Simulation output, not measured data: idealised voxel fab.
process module | voxel wiring stack
cross-section cut | 220 nm wide | cells 5 nm
A cross-section is a grid of square cells, given in bands from the top down. A band is one or more rows of cells.
Each band's line starts with the height of the band's top and of its bottom, in nm. Then come its materials from left to right, each with its width in nm. One material with "throughout" fills the band from edge to edge. "air" is empty space.
Height 0 is the level under which the wafer as received is all one material. The lowest band goes on downwards, as in "0 down".
A width such as "30 to 40" changes by the same amount from each row of cells to the next, from the band's top row to its bottom row.
"no change" after a step means that no cell of the cross-section changed.
closed voids: empty space of 8 cells or more with no open way to the top, each as width x height at its distance from the left edge, in nm
after a step's settings: what the simulator itself notes on the step
overlay nm, on a step with a mask: how far to the right of its planned place the mask lay; to the left if negative
plan
1 op RECEIVE | material Si
2 op CONFORMAL_DEP | material SiO2 | thk nm 15
3 op CONFORMAL_DEP | material SiCN | thk nm 5
4 op DIRECTIONAL_DEP | material lowk | thk nm 15
5 op PATTERN | tone open | mask id METAL_1 | material resist | width nm 25 | pitch nm 45 | thk nm 15 | overlay nm 0
6 op DIRECTIONAL_ETCH | etch materials lowk | depth nm 15
7 op DIRECTIONAL_ETCH | etch materials SiCN | depth nm 5
8 op STRIP | etch materials resist
9 op CONFORMAL_DEP | material TiN | thk nm 5
10 op FILL_DEP | material Cu | thk nm 10
11 op CMP | height nm 35
12 op EPI | material Ru | thk nm 5
13 op FILL_DEP | material SiCN | thk nm 5
14 op DIRECTIONAL_DEP | material lowk | thk nm 20
15 op PATTERN | tone open | mask id PLUG_1 | material resist | width nm 15 | thk nm 20 | overlay nm 0
16 op DIRECTIONAL_ETCH | etch materials lowk | depth nm 20
17 op DIRECTIONAL_ETCH | etch materials SiCN | depth nm 5
18 op STRIP | etch materials resist
19 op CONFORMAL_DEP | material TiN | thk nm 5
20 op FILL_DEP | material Cu | thk nm 10
21 op CMP | height nm 65
22 op CONFORMAL_DEP | material SiCN | thk nm 5
23 op DIRECTIONAL_DEP | material lowk | thk nm 20
24 op PATTERN | tone open | mask id METAL_2 | material resist | width nm 25 | pitch nm 45 | thk nm 15 | overlay nm 0
25 op DIRECTIONAL_ETCH | etch materials lowk | depth nm 20
26 op DIRECTIONAL_ETCH | etch materials SiCN | depth nm 5
27 op STRIP | etch materials resist
28 op CONFORMAL_DEP | material TiN | thk nm 5
29 op FILL_DEP | material Cu | thk nm 5
30 op CMP | height nm 90
31 op EPI | material Ru | thk nm 5
32 op FILL_DEP | material SiCN | thk nm 5
33 op DIRECTIONAL_DEP | material SiO2 | thk nm 30
34 op PATTERN | tone open | mask id METAL_3_HOLES | material resist | width nm 15 | thk nm 20 | overlay nm 0
35 op DIRECTIONAL_ETCH | etch materials SiO2 | depth nm 30
36 op STRIP | etch materials resist
37 op PATTERN | tone open | mask id METAL_3 | material resist | width nm 25 | pitch nm 45 | thk nm 20 | overlay nm 0
38 op DIRECTIONAL_ETCH | etch materials SiO2 | depth nm 15
39 op DIRECTIONAL_ETCH | etch materials SiCN | depth nm 5
40 op STRIP | etch materials resist
41 op CONFORMAL_DEP | material TiN | thk nm 5
42 op FILL_DEP | material Cu | thk nm 10
43 op CMP | height nm 130
44 op CONFORMAL_DEP | material SiCN | thk nm 5
45 op DIRECTIONAL_DEP | material lowk | thk nm 30
46 op PATTERN | tone open | mask id METAL_4 | material resist | width nm 25 | pitch nm 45 | thk nm 15 | overlay nm 0
47 op DIRECTIONAL_ETCH | etch materials lowk | depth nm 15
48 op STRIP | etch materials resist
49 op PATTERN | tone open | mask id METAL_4_HOLES | material resist | width nm 15 | pitch nm 45 | thk nm 15 | overlay nm 0
50 op DIRECTIONAL_ETCH | etch materials lowk | depth nm 15
51 op DIRECTIONAL_ETCH | etch materials SiCN | depth nm 5
52 op STRIP | etch materials resist
53 op CONFORMAL_DEP | material TiN | thk nm 5
54 op FILL_DEP | material Cu | thk nm 5
55 op CMP | height nm 165
56 op CONFORMAL_DEP | material SiCN | thk nm 5
first wafer, as planned
as received, after step 1
  0 down: Si throughout
  closed voids: none
after step 2
  15 to 0: SiO2 throughout
  below 0: unchanged
after step 3
  20 to 15: SiCN throughout
  below 15: unchanged
after step 4
  35 to 20: lowk throughout
  below 20: unchanged
after step 5
  50 to 35: resist 75 | air 25 | resist 20 | air 25 | resist 75
  below 35: unchanged
after step 6
  50 to 35: resist 75 | air 25 | resist 20 | air 25 | resist 75
  35 to 20: lowk 75 | air 25 | lowk 20 | air 25 | lowk 75
  below 20: unchanged
after step 7
  50 to 35: resist 75 | air 25 | resist 20 | air 25 | resist 75
  35 to 20: lowk 75 | air 25 | lowk 20 | air 25 | lowk 75
  20 to 15: SiCN 75 | air 25 | SiCN 20 | air 25 | SiCN 75
  below 15: unchanged
after step 8
  35 to 20: lowk 75 | air 25 | lowk 20 | air 25 | lowk 75
  below 20: unchanged
after step 9
  40 to 35: TiN 80 | air 15 | TiN 30 | air 15 | TiN 80
  35 to 20: lowk 75 | TiN 5 | air 15 | TiN 5 | lowk 20 | TiN 5 | air 15 | TiN 5 | lowk 75
  20 to 15: SiCN 75 | TiN 25 | SiCN 20 | TiN 25 | SiCN 75
  below 15: unchanged
after step 10
  50 to 40: Cu throughout
  40 to 35: TiN 80 | Cu 15 | TiN 30 | Cu 15 | TiN 80
  35 to 20: lowk 75 | TiN 5 | Cu 15 | TiN 5 | lowk 20 | TiN 5 | Cu 15 | TiN 5 | lowk 75
  below 20: unchanged
after step 11
  35 to 20: lowk 75 | TiN 5 | Cu 15 | TiN 5 | lowk 20 | TiN 5 | Cu 15 | TiN 5 | lowk 75
  below 20: unchanged
after step 12
  40 to 35: air 70 | Ru 35 | air 10 | Ru 35 | air 70
  below 35: unchanged
after step 13
  45 to 40: SiCN throughout
  40 to 35: SiCN 70 | Ru 35 | SiCN 10 | Ru 35 | SiCN 70
  below 35: unchanged
after step 14
  65 to 45: lowk throughout
  below 45: unchanged
after step 15
  85 to 65: resist 75 | air 15 | resist 130
  below 65: unchanged
after step 16
  85 to 65: resist 75 | air 15 | resist 130
  65 to 45: lowk 75 | air 15 | lowk 130
  below 45: unchanged
after step 17
  85 to 65: resist 75 | air 15 | resist 130
  65 to 45: lowk 75 | air 15 | lowk 130
  45 to 40: SiCN 75 | air 15 | SiCN 130
  below 40: unchanged
after step 18
  65 to 45: lowk 75 | air 15 | lowk 130
  below 45: unchanged
after step 19
  70 to 65: TiN 80 | air 5 | TiN 135
  65 to 45: lowk 75 | TiN 5 | air 5 | TiN 5 | lowk 130
  45 to 40: SiCN 75 | TiN 15 | SiCN 130
  below 40: unchanged
after step 20
  80 to 70: Cu throughout
  70 to 65: TiN 80 | Cu 5 | TiN 135
  65 to 45: lowk 75 | TiN 5 | Cu 5 | TiN 5 | lowk 130
  below 45: unchanged
after step 21
  65 to 45: lowk 75 | TiN 5 | Cu 5 | TiN 5 | lowk 130
  below 45: unchanged
after step 22
  70 to 65: SiCN throughout
  below 65: unchanged
after step 23
  90 to 70: lowk throughout
  below 70: unchanged
after step 24
  105 to 90: resist 75 | air 25 | resist 20 | air 25 | resist 75
  below 90: unchanged
after step 25
  105 to 90: resist 75 | air 25 | resist 20 | air 25 | resist 75
  90 to 70: lowk 75 | air 25 | lowk 20 | air 25 | lowk 75
  below 70: unchanged
after step 26
  105 to 90: resist 75 | air 25 | resist 20 | air 25 | resist 75
  90 to 70: lowk 75 | air 25 | lowk 20 | air 25 | lowk 75
  70 to 65: SiCN 75 | air 25 | SiCN 20 | air 25 | SiCN 75
  below 65: unchanged
after step 27
  90 to 70: lowk 75 | air 25 | lowk 20 | air 25 | lowk 75
  below 70: unchanged
after step 28
  95 to 90: TiN 80 | air 15 | TiN 30 | air 15 | TiN 80
  90 to 70: lowk 75 | TiN 5 | air 15 | TiN 5 | lowk 20 | TiN 5 | air 15 | TiN 5 | lowk 75
  70 to 65: SiCN 75 | TiN 25 | SiCN 20 | TiN 25 | SiCN 75
  below 65: unchanged
after step 29
  100 to 95: Cu throughout
  95 to 90: TiN 80 | Cu 15 | TiN 30 | Cu 15 | TiN 80
  90 to 70: lowk 75 | TiN 5 | Cu 15 | TiN 5 | lowk 20 | TiN 5 | Cu 15 | TiN 5 | lowk 75
  below 70: unchanged
after step 30
  90 to 70: lowk 75 | TiN 5 | Cu 15 | TiN 5 | lowk 20 | TiN 5 | Cu 15 | TiN 5 | lowk 75
  below 70: unchanged
after step 31
  95 to 90: air 70 | Ru 35 | air 10 | Ru 35 | air 70
  below 90: unchanged
after step 32
  100 to 95: SiCN throughout
  95 to 90: SiCN 70 | Ru 35 | SiCN 10 | Ru 35 | SiCN 70
  below 90: unchanged
after step 33
  130 to 100: SiO2 throughout
  below 100: unchanged
after step 34
  150 to 130: resist 75 | air 15 | resist 130
  below 130: unchanged
after step 35
  150 to 130: resist 75 | air 15 | resist 130
  130 to 100: SiO2 75 | air 15 | SiO2 130
  below 100: unchanged
after step 36
  130 to 100: SiO2 75 | air 15 | SiO2 130
  below 100: unchanged
after step 37
  150 to 130: resist 75 | air 25 | resist 20 | air 25 | resist 75
  below 130: unchanged
after step 38
  150 to 130: resist 75 | air 25 | resist 20 | air 25 | resist 75
  130 to 115: SiO2 75 | air 25 | SiO2 20 | air 25 | SiO2 75
  below 115: unchanged
after step 39
  150 to 130: resist 75 | air 25 | resist 20 | air 25 | resist 75
  130 to 115: SiO2 75 | air 25 | SiO2 20 | air 25 | SiO2 75
  115 to 100: SiO2 75 | air 15 | SiO2 130
  100 to 95: SiCN 75 | air 15 | SiCN 130
  below 95: unchanged
after step 40
  130 to 115: SiO2 75 | air 25 | SiO2 20 | air 25 | SiO2 75
  below 115: unchanged
after step 41
  135 to 130: TiN 80 | air 15 | TiN 30 | air 15 | TiN 80
  130 to 120: SiO2 75 | TiN 5 | air 15 | TiN 5 | SiO2 20 | TiN 5 | air 15 | TiN 5 | SiO2 75
  120 to 115: SiO2 75 | TiN 5 | air 5 | TiN 15 | SiO2 20 | TiN 25 | SiO2 75
  115 to 100: SiO2 75 | TiN 5 | air 5 | TiN 5 | SiO2 130
  100 to 95: SiCN 75 | TiN 15 | SiCN 130
  below 95: unchanged
after step 42
  145 to 135: Cu throughout
  135 to 130: TiN 80 | Cu 15 | TiN 30 | Cu 15 | TiN 80
  130 to 120: SiO2 75 | TiN 5 | Cu 15 | TiN 5 | SiO2 20 | TiN 5 | Cu 15 | TiN 5 | SiO2 75
  120 to 115: SiO2 75 | TiN 5 | Cu 5 | TiN 15 | SiO2 20 | TiN 25 | SiO2 75
  115 to 100: SiO2 75 | TiN 5 | Cu 5 | TiN 5 | SiO2 130
  below 100: unchanged
after step 43
  130 to 120: SiO2 75 | TiN 5 | Cu 15 | TiN 5 | SiO2 20 | TiN 5 | Cu 15 | TiN 5 | SiO2 75
  below 120: unchanged
after step 44
  135 to 130: SiCN throughout
  below 130: unchanged
after step 45
  165 to 135: lowk throughout
  below 135: unchanged
after step 46
  180 to 165: resist 75 | air 25 | resist 20 | air 25 | resist 75
  below 165: unchanged
after step 47
  180 to 165: resist 75 | air 25 | resist 20 | air 25 | resist 75
  165 to 150: lowk 75 | air 25 | lowk 20 | air 25 | lowk 75
  below 150: unchanged
after step 48
  165 to 150: lowk 75 | air 25 | lowk 20 | air 25 | lowk 75
  below 150: unchanged
after step 49
  180 to 165: resist 75 | air 15 | resist 30 | air 15 | resist 85
  165 to 150: lowk 75 | air 15 | resist 10 | lowk 20 | air 15 | resist 10 | lowk 75
  below 150: unchanged
after step 50
  180 to 165: resist 75 | air 15 | resist 30 | air 15 | resist 85
  165 to 150: lowk 75 | air 15 | resist 10 | lowk 20 | air 15 | resist 10 | lowk 75
  150 to 135: lowk 75 | air 15 | lowk 30 | air 15 | lowk 85
  below 135: unchanged
after step 51
  180 to 165: resist 75 | air 15 | resist 30 | air 15 | resist 85
  165 to 150: lowk 75 | air 15 | resist 10 | lowk 20 | air 15 | resist 10 | lowk 75
  150 to 135: lowk 75 | air 15 | lowk 30 | air 15 | lowk 85
  135 to 130: SiCN 75 | air 15 | SiCN 30 | air 15 | SiCN 85
  below 130: unchanged
after step 52
  165 to 150: lowk 75 | air 25 | lowk 20 | air 25 | lowk 75
  below 150: unchanged
after step 53
  170 to 165: TiN 80 | air 15 | TiN 30 | air 15 | TiN 80
  165 to 155: lowk 75 | TiN 5 | air 15 | TiN 5 | lowk 20 | TiN 5 | air 15 | TiN 5 | lowk 75
  155 to 150: lowk 75 | TiN 5 | air 5 | TiN 15 | lowk 20 | TiN 5 | air 5 | TiN 15 | lowk 75
  150 to 135: lowk 75 | TiN 5 | air 5 | TiN 5 | lowk 30 | TiN 5 | air 5 | TiN 5 | lowk 85
  135 to 130: SiCN 75 | TiN 15 | SiCN 30 | TiN 15 | SiCN 85
  below 130: unchanged
after step 54
  175 to 170: Cu throughout
  170 to 165: TiN 80 | Cu 15 | TiN 30 | Cu 15 | TiN 80
  165 to 155: lowk 75 | TiN 5 | Cu 15 | TiN 5 | lowk 20 | TiN 5 | Cu 15 | TiN 5 | lowk 75
  155 to 150: lowk 75 | TiN 5 | Cu 5 | TiN 15 | lowk 20 | TiN 5 | Cu 5 | TiN 15 | lowk 75
  150 to 135: lowk 75 | TiN 5 | Cu 5 | TiN 5 | lowk 30 | TiN 5 | Cu 5 | TiN 5 | lowk 85
  below 135: unchanged
after step 55
  165 to 155: lowk 75 | TiN 5 | Cu 15 | TiN 5 | lowk 20 | TiN 5 | Cu 15 | TiN 5 | lowk 75
  below 155: unchanged
after step 56
  170 to 165: SiCN throughout
  below 165: unchanged
second wafer: like start, like plan, one mistake. Through step 4 it matches the first wafer
when step 5 should have ended
  50 to 35: air 75 | resist 25 | air 20 | resist 25 | air 75
  below 35: unchanged
when step 6 should have ended
  50 to 35: air 75 | resist 25 | air 20 | resist 25 | air 75
  35 to 20: air 75 | lowk 25 | air 20 | lowk 25 | air 75
  below 20: unchanged
when step 7 should have ended
  50 to 35: air 75 | resist 25 | air 20 | resist 25 | air 75
  35 to 20: air 75 | lowk 25 | air 20 | lowk 25 | air 75
  20 to 15: air 75 | SiCN 25 | air 20 | SiCN 25 | air 75
  below 15: unchanged
when step 8 should have ended
  35 to 20: air 75 | lowk 25 | air 20 | lowk 25 | air 75
  below 20: unchanged
when step 9 should have ended
  40 to 35: air 70 | TiN 35 | air 10 | TiN 35 | air 70
  35 to 20: air 70 | TiN 5 | lowk 25 | TiN 5 | air 10 | TiN 5 | lowk 25 | TiN 5 | air 70
  20 to 15: TiN 75 | SiCN 25 | TiN 20 | SiCN 25 | TiN 75
  below 15: unchanged
when step 10 should have ended
  50 to 40: Cu throughout
  40 to 35: Cu 70 | TiN 35 | Cu 10 | TiN 35 | Cu 70
  35 to 20: Cu 70 | TiN 5 | lowk 25 | TiN 5 | Cu 10 | TiN 5 | lowk 25 | TiN 5 | Cu 70
  below 20: unchanged
when step 11 should have ended
  35 to 20: Cu 70 | TiN 5 | lowk 25 | TiN 5 | Cu 10 | TiN 5 | lowk 25 | TiN 5 | Cu 70
  below 20: unchanged
when step 12 should have ended
  40 to 35: Ru 80 | air 15 | Ru 30 | air 15 | Ru 80
  below 35: unchanged
when step 13 should have ended
  45 to 40: SiCN throughout
  40 to 35: Ru 80 | SiCN 15 | Ru 30 | SiCN 15 | Ru 80
  below 35: unchanged
when step 14 should have ended
  65 to 45: lowk throughout
  below 45: unchanged
when step 15 should have ended
  85 to 65: resist 75 | air 15 | resist 130
  below 65: unchanged
when step 16 should have ended
  85 to 65: resist 75 | air 15 | resist 130
  65 to 45: lowk 75 | air 15 | lowk 130
  below 45: unchanged
when step 17 should have ended
  85 to 65: resist 75 | air 15 | resist 130
  65 to 45: lowk 75 | air 15 | lowk 130
  45 to 40: SiCN 75 | air 15 | SiCN 130
  below 40: unchanged
when step 18 should have ended
  65 to 45: lowk 75 | air 15 | lowk 130
  below 45: unchanged
when step 19 should have ended
  70 to 65: TiN 80 | air 5 | TiN 135
  65 to 45: lowk 75 | TiN 5 | air 5 | TiN 5 | lowk 130
  45 to 40: SiCN 75 | TiN 15 | SiCN 130
  below 40: unchanged
when step 20 should have ended
  80 to 70: Cu throughout
  70 to 65: TiN 80 | Cu 5 | TiN 135
  65 to 45: lowk 75 | TiN 5 | Cu 5 | TiN 5 | lowk 130
  below 45: unchanged
when step 21 should have ended
  65 to 45: lowk 75 | TiN 5 | Cu 5 | TiN 5 | lowk 130
  below 45: unchanged
when step 22 should have ended
  70 to 65: SiCN throughout
  below 65: unchanged
when step 23 should have ended
  90 to 70: lowk throughout
  below 70: unchanged
when step 24 should have ended
  105 to 90: resist 75 | air 25 | resist 20 | air 25 | resist 75
  below 90: unchanged
when step 25 should have ended
  105 to 90: resist 75 | air 25 | resist 20 | air 25 | resist 75
  90 to 70: lowk 75 | air 25 | lowk 20 | air 25 | lowk 75
  below 70: unchanged
when step 26 should have ended
  105 to 90: resist 75 | air 25 | resist 20 | air 25 | resist 75
  90 to 70: lowk 75 | air 25 | lowk 20 | air 25 | lowk 75
  70 to 65: SiCN 75 | air 25 | SiCN 20 | air 25 | SiCN 75
  below 65: unchanged
when step 27 should have ended
  90 to 70: lowk 75 | air 25 | lowk 20 | air 25 | lowk 75
  below 70: unchanged
when step 28 should have ended
  95 to 90: TiN 80 | air 15 | TiN 30 | air 15 | TiN 80
  90 to 70: lowk 75 | TiN 5 | air 15 | TiN 5 | lowk 20 | TiN 5 | air 15 | TiN 5 | lowk 75
  70 to 65: SiCN 75 | TiN 25 | SiCN 20 | TiN 25 | SiCN 75
  below 65: unchanged
when step 29 should have ended
  100 to 95: Cu throughout
  95 to 90: TiN 80 | Cu 15 | TiN 30 | Cu 15 | TiN 80
  90 to 70: lowk 75 | TiN 5 | Cu 15 | TiN 5 | lowk 20 | TiN 5 | Cu 15 | TiN 5 | lowk 75
  below 70: unchanged
when step 30 should have ended
  90 to 70: lowk 75 | TiN 5 | Cu 15 | TiN 5 | lowk 20 | TiN 5 | Cu 15 | TiN 5 | lowk 75
  below 70: unchanged
when step 31 should have ended
  95 to 90: air 70 | Ru 35 | air 10 | Ru 35 | air 70
  below 90: unchanged
when step 32 should have ended
  100 to 95: SiCN throughout
  95 to 90: SiCN 70 | Ru 35 | SiCN 10 | Ru 35 | SiCN 70
  below 90: unchanged
when step 33 should have ended
  130 to 100: SiO2 throughout
  below 100: unchanged
when step 34 should have ended
  150 to 130: resist 75 | air 15 | resist 130
  below 130: unchanged
when step 35 should have ended
  150 to 130: resist 75 | air 15 | resist 130
  130 to 100: SiO2 75 | air 15 | SiO2 130
  below 100: unchanged
when step 36 should have ended
  130 to 100: SiO2 75 | air 15 | SiO2 130
  below 100: unchanged
when step 37 should have ended
  150 to 130: resist 75 | air 25 | resist 20 | air 25 | resist 75
  below 130: unchanged
when step 38 should have ended
  150 to 130: resist 75 | air 25 | resist 20 | air 25 | resist 75
  130 to 115: SiO2 75 | air 25 | SiO2 20 | air 25 | SiO2 75
  below 115: unchanged
when step 39 should have ended
  150 to 130: resist 75 | air 25 | resist 20 | air 25 | resist 75
  130 to 115: SiO2 75 | air 25 | SiO2 20 | air 25 | SiO2 75
  115 to 100: SiO2 75 | air 15 | SiO2 130
  100 to 95: SiCN 75 | air 15 | SiCN 130
  below 95: unchanged
when step 40 should have ended
  130 to 115: SiO2 75 | air 25 | SiO2 20 | air 25 | SiO2 75
  below 115: unchanged
when step 41 should have ended
  135 to 130: TiN 80 | air 15 | TiN 30 | air 15 | TiN 80
  130 to 120: SiO2 75 | TiN 5 | air 15 | TiN 5 | SiO2 20 | TiN 5 | air 15 | TiN 5 | SiO2 75
  120 to 115: SiO2 75 | TiN 5 | air 5 | TiN 15 | SiO2 20 | TiN 25 | SiO2 75
  115 to 100: SiO2 75 | TiN 5 | air 5 | TiN 5 | SiO2 130
  100 to 95: SiCN 75 | TiN 15 | SiCN 130
  below 95: unchanged
when step 42 should have ended
  145 to 135: Cu throughout
  135 to 130: TiN 80 | Cu 15 | TiN 30 | Cu 15 | TiN 80
  130 to 120: SiO2 75 | TiN 5 | Cu 15 | TiN 5 | SiO2 20 | TiN 5 | Cu 15 | TiN 5 | SiO2 75
  120 to 115: SiO2 75 | TiN 5 | Cu 5 | TiN 15 | SiO2 20 | TiN 25 | SiO2 75
  115 to 100: SiO2 75 | TiN 5 | Cu 5 | TiN 5 | SiO2 130
  below 100: unchanged
when step 43 should have ended
  130 to 120: SiO2 75 | TiN 5 | Cu 15 | TiN 5 | SiO2 20 | TiN 5 | Cu 15 | TiN 5 | SiO2 75
  below 120: unchanged
when step 44 should have ended
  135 to 130: SiCN throughout
  below 130: unchanged
when step 45 should have ended
  165 to 135: lowk throughout
  below 135: unchanged
when step 46 should have ended
  180 to 165: resist 75 | air 25 | resist 20 | air 25 | resist 75
  below 165: unchanged
when step 47 should have ended
  180 to 165: resist 75 | air 25 | resist 20 | air 25 | resist 75
  165 to 150: lowk 75 | air 25 | lowk 20 | air 25 | lowk 75
  below 150: unchanged
when step 48 should have ended
  165 to 150: lowk 75 | air 25 | lowk 20 | air 25 | lowk 75
  below 150: unchanged
when step 49 should have ended
  180 to 165: resist 75 | air 15 | resist 30 | air 15 | resist 85
  165 to 150: lowk 75 | air 15 | resist 10 | lowk 20 | air 15 | resist 10 | lowk 75
  below 150: unchanged
when step 50 should have ended
  180 to 165: resist 75 | air 15 | resist 30 | air 15 | resist 85
  165 to 150: lowk 75 | air 15 | resist 10 | lowk 20 | air 15 | resist 10 | lowk 75
  150 to 135: lowk 75 | air 15 | lowk 30 | air 15 | lowk 85
  below 135: unchanged
when step 51 should have ended
  180 to 165: resist 75 | air 15 | resist 30 | air 15 | resist 85
  165 to 150: lowk 75 | air 15 | resist 10 | lowk 20 | air 15 | resist 10 | lowk 75
  150 to 135: lowk 75 | air 15 | lowk 30 | air 15 | lowk 85
  135 to 130: SiCN 75 | air 15 | SiCN 30 | air 15 | SiCN 85
  below 130: unchanged
when step 52 should have ended
  165 to 150: lowk 75 | air 25 | lowk 20 | air 25 | lowk 75
  below 150: unchanged
when step 53 should have ended
  170 to 165: TiN 80 | air 15 | TiN 30 | air 15 | TiN 80
  165 to 155: lowk 75 | TiN 5 | air 15 | TiN 5 | lowk 20 | TiN 5 | air 15 | TiN 5 | lowk 75
  155 to 150: lowk 75 | TiN 5 | air 5 | TiN 15 | lowk 20 | TiN 5 | air 5 | TiN 15 | lowk 75
  150 to 135: lowk 75 | TiN 5 | air 5 | TiN 5 | lowk 30 | TiN 5 | air 5 | TiN 5 | lowk 85
  135 to 130: SiCN 75 | TiN 15 | SiCN 30 | TiN 15 | SiCN 85
  below 130: unchanged
when step 54 should have ended
  175 to 170: Cu throughout
  170 to 165: TiN 80 | Cu 15 | TiN 30 | Cu 15 | TiN 80
  165 to 155: lowk 75 | TiN 5 | Cu 15 | TiN 5 | lowk 20 | TiN 5 | Cu 15 | TiN 5 | lowk 75
  155 to 150: lowk 75 | TiN 5 | Cu 5 | TiN 15 | lowk 20 | TiN 5 | Cu 5 | TiN 15 | lowk 75
  150 to 135: lowk 75 | TiN 5 | Cu 5 | TiN 5 | lowk 30 | TiN 5 | Cu 5 | TiN 5 | lowk 85
  below 135: unchanged
when step 55 should have ended
  165 to 155: lowk 75 | TiN 5 | Cu 15 | TiN 5 | lowk 20 | TiN 5 | Cu 15 | TiN 5 | lowk 75
  below 155: unchanged
when step 56 should have ended
  170 to 165: SiCN throughout
  below 165: unchanged
what went wrong: step 5 ran as: op PATTERN | tone cover | mask id METAL_1 | material resist | width nm 25 | pitch nm 45 | thk nm 15 | overlay nm 0
at the end the second wafer has, in cells: 72 more of Cu | 24 more of Ru | 48 fewer of SiCN | 24 more of TiN | 72 fewer of lowk
